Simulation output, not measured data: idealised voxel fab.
Module name: voxel self aligned vias (process module)
Pictured: cross-section cut, 210 nm wide, on a grid of 5 nm square cells.
When this document writes out a cross-section, it uses a grid of square cells and lists it as bands, beginning at the top and moving down, with a band standing for one or more rows of cells. Read a band's entry like this: the first values are the height of its top and the height of its bottom in nm, and what follows is the sequence of materials from left to right, each with its width in nm. Note that "blank" is empty space, and that a single material marked "full width" reaches across the band from edge to edge. Counting heights begins at 0, where everything beneath is, in the wafer as received, one material. The lowest band has no bottom; it goes on downwards, as "from 0 down" shows. The two numbers in a width such as "30..40" mark its ends across the band: the first belongs to the top row of cells, the second to the bottom row, and from each row to the next the width moves by the same amount. It should be understood that the words "no change occurred", when stated for a given step, signify that the cross-section underwent no change in any of its cells during that step. The list in "Enclosed cavities" covers empty spaces of 8 cells or more that cannot reach the top through any open way, and it gives each as width x height at distance; the distance is from the left edge, and width, height and distance are in nm. Post-settings text on a step line: simulator's own remark regarding the step. overlay nm: for a step with a mask, the amount by which the mask lay right of where it was planned; a negative amount means left of it.

[Below is the list of planned process steps]
1,RECEIVE (material Si)
2,CONFORMAL_DEP (material SiO2; thk nm 10)
3,CONFORMAL_DEP (material SiCN; thk nm 5)
4,DIRECTIONAL_DEP (material SiO2; thk nm 30)
5,DIRECTIONAL_DEP (material aC; thk nm 10)
6,PATTERN (tone open; mask id LINES; material resist; width nm 25; pitch nm 55; thk nm 25; overlay nm 0)
7,DIRECTIONAL_ETCH (etch materials aC; depth nm 10)
8,STRIP (etch materials resist)
9,DIRECTIONAL_ETCH (etch materials SiO2; depth nm 30)
10,STRIP (etch materials aC)
11,CONFORMAL_DEP (material TiN; thk nm 5)
12,FILL_DEP (material Ru; thk nm 5)
13,CMP (height nm 45)
14,SELECTIVE_ETCH (etch materials W Ru TiN; depth nm 10)
15,FILL_DEP (material SiN; thk nm 5)
16,CMP (height nm 45)
17,DIRECTIONAL_DEP (material SiO2; thk nm 15)
18,PATTERN (tone open; mask id VIAS; material resist; width nm 25; thk nm 15; overlay nm 0)
19,DIRECTIONAL_ETCH (etch materials SiO2; depth nm 15)
20,DIRECTIONAL_ETCH (etch materials SiN; depth nm 10)
21,STRIP (etch materials resist)
22,CONFORMAL_DEP (material TiN; thk nm 5)
23,FILL_DEP (material W; thk nm 10)
24,CMP (height nm 60)
25,CONFORMAL_DEP (material SiN; thk nm 5)
Quick note for whoever runs this: the wafers start identical, but the width nm at step 18 isn't the same across them. The plan just shows what the first wafer had.

[Sectional view: first of several wafers, as received, after step 1]
    from 0 down  Si full width
    Enclosed cavities: none

[First wafer of several, cross-section, module end, after step 25 (last)]
    from 65 to 60  SiN full width
    from 60 to 45  65 SiO2; 5 TiN; 15 W; 5 TiN; 120 SiO2
    from 45 to 40  65 SiO2; 5 TiN; 15 W; 5 TiN; 30 SiO2; 25 SiN; 65 SiO2
    from 40 to 35  65 SiO2; 25 TiN; 30 SiO2; 25 SiN; 65 SiO2
    from 35 to 20  65 SiO2; 5 TiN; 15 Ru; 5 TiN; 30 SiO2; 5 TiN; 15 Ru; 5 TiN; 65 SiO2
    from 20 to 15  65 SiO2; 25 TiN; 30 SiO2; 25 TiN; 65 SiO2
    from 15 to 10  SiCN full width
    from 10 to 0  SiO2 full width
    from 0 down  Si full width
    Enclosed cavities: none

[Final wafer of several, shown in cross-section at the end of the module]
    from 65 to 60  SiN full width
    from 60 to 50  55 SiO2; 5 TiN; 40 W; 5 TiN; 105 SiO2
    from 50 to 45  55 SiO2; 15 TiN; 15 W; 20 TiN; 105 SiO2
    from 45 to 40  65 SiO2; 5 TiN; 15 W; 5 TiN; 30 SiO2; 25 SiN; 65 SiO2
    from 40 to 35  65 SiO2; 25 TiN; 30 SiO2; 25 SiN; 65 SiO2
    from 35 to 20  65 SiO2; 5 TiN; 15 Ru; 5 TiN; 30 SiO2; 5 TiN; 15 Ru; 5 TiN; 65 SiO2
    from 20 to 15  65 SiO2; 25 TiN; 30 SiO2; 25 TiN; 65 SiO2
    from 15 to 10  SiCN full width
    from 10 to 0  SiO2 full width
    from 0 down  Si full width
    Enclosed cavities: none

[End of module, by wafer: material-by-material cell gain (+) or loss (-) since receipt, then closed voids]
width nm 25 | +18 Ru | +42 SiCN | +52 SiN | +387 SiO2 | +35 TiN | +12 W | Enclosed cavities: none
width nm 30 | +18 Ru | +42 SiCN | +52 SiN | +384 SiO2 | +36 TiN | +14 W | Enclosed cavities: none
width nm 35 | +18 Ru | +42 SiCN | +52 SiN | +381 SiO2 | +37 TiN | +16 W | Enclosed cavities: none
width nm 40 | +18 Ru | +42 SiCN | +52 SiN | +378 SiO2 | +38 TiN | +18 W | Enclosed cavities: none
width nm 45 | +18 Ru | +42 SiCN | +52 SiN | +375 SiO2 | +39 TiN | +20 W | Enclosed cavities: none
width nm 50 | +18 Ru | +42 SiCN | +52 SiN | +372 SiO2 | +40 TiN | +22 W | Enclosed cavities: none
